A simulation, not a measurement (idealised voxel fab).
This is a process module. Its name is voxel self aligned contacts.
This is section cut - it's 270 nm across, gridded in 5 nm square cells.
Cross-section format: a grid of square cells, given as bands from top to bottom; each band is one or more rows of cells.
This entry defines a band. It first specifies the height of the band's top and the height of its bottom in nm, and then specifies the band's materials from left to right, stating each material with its width in nm. The word "all across" identifies a single material that fills the band from edge to edge, while the word "blank" identifies empty space.
Heights are expressed relative to 0, this being the level below which the as-received wafer comprises one material exclusively. The lowest band is unbounded in the downward direction and is denoted as in "top 0, no bottom".
Width: "30 to 40" (first number = top row, second number = bottom row, same change from row to row of cells).
Key: "no alteration" - step with no changed cell in the cross-section.
The list in "Closed void table" covers empty spaces of 8 cells or more that cannot reach the top through any open way, and it gives each as width x height at distance; the distance is from the left edge, and width, height and distance are in nm.
Text after the settings on a step's line: the simulator's own remark on that step.
If you see "overlay nm" on a step's line and that step has a mask, it's telling you how far right of where it was planned the mask ended up; a negative number means it went left instead.
# The process steps that were planned are listed below
1) RECEIVE [material Si]
2) CONFORMAL_DEP [material SiO2] [thk nm 5]
3) DIRECTIONAL_DEP [material polySi] [thk nm 25]
4) DIRECTIONAL_DEP [material SiN] [thk nm 25]
5) MASKED_ETCH [tone cover] [mask id GATE] [width nm 30] [pitch nm 70] [etch materials SiN] [depth nm 25] [overlay nm 0]
6) MASKED_ETCH [tone cover] [mask id GATE] [width nm 30] [pitch nm 70] [etch materials polySi] [depth nm 25] [overlay nm 0]
7) CONFORMAL_DEP [material SiN] [thk nm 10]
8) DIRECTIONAL_ETCH [etch materials SiN] [depth nm 5]
9) FILL_DEP [material SiO2] [thk nm 15]
10) CMP [height nm 65]
11) MASKED_ETCH [tone open] [mask id CONTACT] [width nm 50] [pitch nm 70] [etch materials SiO2] [depth nm 65] [overlay nm 0]
12) CONFORMAL_DEP [material TiN] [thk nm 5]
13) FILL_DEP [material W] [thk nm 5]
14) CMP [height nm 65]
15) CONFORMAL_DEP [material SiN] [thk nm 5]
varied across the wafers: depth nm of step 8. The plan shows the first wafer's value. All wafers start alike
# The first of several wafers as received, shown in cross-section; this is its state after step 1
  top 0, no bottom | Si all across
  Closed void table: none
# End of module, by wafer: material-by-material cell gain (+) or loss (-) since receipt, then closed voids
depth nm 5 | +318 SiN | +248 SiO2 | +60 TiN | +40 W | +90 polySi | Closed void table: none
depth nm 10 | +264 SiN | +274 SiO2 | +68 TiN | +60 W | +90 polySi | Closed void table: none
depth nm 15 | +234 SiN | +292 SiO2 | +68 TiN | +72 W | +90 polySi | Closed void table: none
